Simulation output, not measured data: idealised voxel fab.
process module | voxel air gaps
cross-section cut | 235 nm wide | cells 5 nm
A cross-section is a grid of square cells, given in bands from the top down. A band is one or more rows of cells.
Each band's line starts with the height of the band's top and of its bottom, in nm. Then come its materials from left to right, each with its width in nm. One material with "throughout" fills the band from edge to edge. "air" is empty space.
Height 0 is the level under which the wafer as received is all one material. The lowest band goes on downwards, as in "0 down".
A width such as "30 to 40" changes by the same amount from each row of cells to the next, from the band's top row to its bottom row.
"no change" after a step means that no cell of the cross-section changed.
closed voids: empty space of 8 cells or more with no open way to the top, each as width x height at its distance from the left edge, in nm
after a step's settings: what the simulator itself notes on the step
overlay nm, on a step with a mask: how far to the right of its planned place the mask lay; to the left if negative
plan
1 op RECEIVE | material Si
2 op CONFORMAL_DEP | material SiO2 | thk nm 10
3 op CONFORMAL_DEP | material SiN | thk nm 5
4 op DIRECTIONAL_DEP | material SiO2 | thk nm 40
5 op DIRECTIONAL_DEP | material aC | thk nm 15
6 op PATTERN | tone open | mask id LINES | material resist | width nm 15 | pitch nm 45 | thk nm 30 | overlay nm 0
7 op DIRECTIONAL_ETCH | etch materials aC | depth nm 15
8 op STRIP | etch materials resist
9 op DIRECTIONAL_ETCH | etch materials SiO2 | depth nm 40
10 op STRIP | etch materials aC
11 op CONFORMAL_DEP | material TiN | thk nm 5
12 op FILL_DEP | material Ru | thk nm 10
13 op CMP | height nm 55
14 op EPI | material Ru | thk nm 10
15 op SELECTIVE_ETCH | etch materials SiO2 | depth nm 50
16 op CONFORMAL_DEP | material SiN | thk nm 5
first wafer, as planned
as received, after step 1
  0 down: Si throughout
  closed voids: none
after step 2
  10 to 0: SiO2 throughout
  below 0: unchanged
after step 3
  15 to 10: SiN throughout
  below 10: unchanged
after step 4
  55 to 15: SiO2 throughout
  below 15: unchanged
after step 5
  70 to 55: aC throughout
  below 55: unchanged
after step 6
  100 to 70: resist 65 | air 15 | resist 30 | air 15 | resist 30 | air 15 | resist 65
  below 70: unchanged
after step 7
  85 to 70: resist 65 | air 15 | resist 30 | air 15 | resist 30 | air 15 | resist 65
  70 to 55: aC 65 | air 15 | aC 30 | air 15 | aC 30 | air 15 | aC 65
  below 55: unchanged
after step 8
  70 to 55: aC 65 | air 15 | aC 30 | air 15 | aC 30 | air 15 | aC 65
  below 55: unchanged
after step 9
  70 to 55: aC 65 | air 15 | aC 30 | air 15 | aC 30 | air 15 | aC 65
  55 to 15: SiO2 65 | air 15 | SiO2 30 | air 15 | SiO2 30 | air 15 | SiO2 65
  below 15: unchanged
after step 10
  55 to 15: SiO2 65 | air 15 | SiO2 30 | air 15 | SiO2 30 | air 15 | SiO2 65
  below 15: unchanged
after step 11
  60 to 55: TiN 70 | air 5 | TiN 40 | air 5 | TiN 40 | air 5 | TiN 70
  55 to 20: SiO2 65 | TiN 5 | air 5 | TiN 5 | SiO2 30 | TiN 5 | air 5 | TiN 5 | SiO2 30 | TiN 5 | air 5 | TiN 5 | SiO2 65
  20 to 15: SiO2 65 | TiN 15 | SiO2 30 | TiN 15 | SiO2 30 | TiN 15 | SiO2 65
  below 15: unchanged
after step 12
  70 to 60: Ru throughout
  60 to 55: TiN 70 | Ru 5 | TiN 40 | Ru 5 | TiN 40 | Ru 5 | TiN 70
  55 to 20: SiO2 65 | TiN 5 | Ru 5 | TiN 5 | SiO2 30 | TiN 5 | Ru 5 | TiN 5 | SiO2 30 | TiN 5 | Ru 5 | TiN 5 | SiO2 65
  below 20: unchanged
after step 13
  55 to 20: SiO2 65 | TiN 5 | Ru 5 | TiN 5 | SiO2 30 | TiN 5 | Ru 5 | TiN 5 | SiO2 30 | TiN 5 | Ru 5 | TiN 5 | SiO2 65
  below 20: unchanged
after step 14
  65 to 55: air 55 | Ru 35 | air 10 | Ru 35 | air 10 | Ru 35 | air 55
  below 55: unchanged
after step 15
  65 to 55: air 55 | Ru 35 | air 10 | Ru 35 | air 10 | Ru 35 | air 55
  55 to 20: air 65 | TiN 5 | Ru 5 | TiN 5 | air 30 | TiN 5 | Ru 5 | TiN 5 | air 30 | TiN 5 | Ru 5 | TiN 5 | air 65
  20 to 15: air 65 | TiN 15 | air 30 | TiN 15 | air 30 | TiN 15 | air 65
  below 15: unchanged
after step 16
  70 to 65: air 50 | SiN 135 | air 50
  65 to 55: air 50 | SiN 5 | Ru 35 | SiN 10 | Ru 35 | SiN 10 | Ru 35 | SiN 5 | air 50
  55 to 50: air 50 | SiN 15 | TiN 5 | Ru 5 | TiN 5 | SiN 30 | TiN 5 | Ru 5 | TiN 5 | SiN 30 | TiN 5 | Ru 5 | TiN 5 | SiN 15 | air 50
  50 to 20: air 60 | SiN 5 | TiN 5 | Ru 5 | TiN 5 | SiN 5 | air 20 | SiN 5 | TiN 5 | Ru 5 | TiN 5 | SiN 5 | air 20 | SiN 5 | TiN 5 | Ru 5 | TiN 5 | SiN 5 | air 60
  20 to 15: SiN 65 | TiN 15 | SiN 30 | TiN 15 | SiN 30 | TiN 15 | SiN 65
  below 15: unchanged
  closed voids: 20 x 30 at 85; 20 x 30 at 130
second wafer: like start, like plan, one mistake. Through step 15 it matches the first wafer
when step 16 should have ended: no change
what went wrong: step 16 was left out
at the end the second wafer has, in cells: 131 fewer of SiN
closed voids at the end (first wafer, second wafer): 2, 0
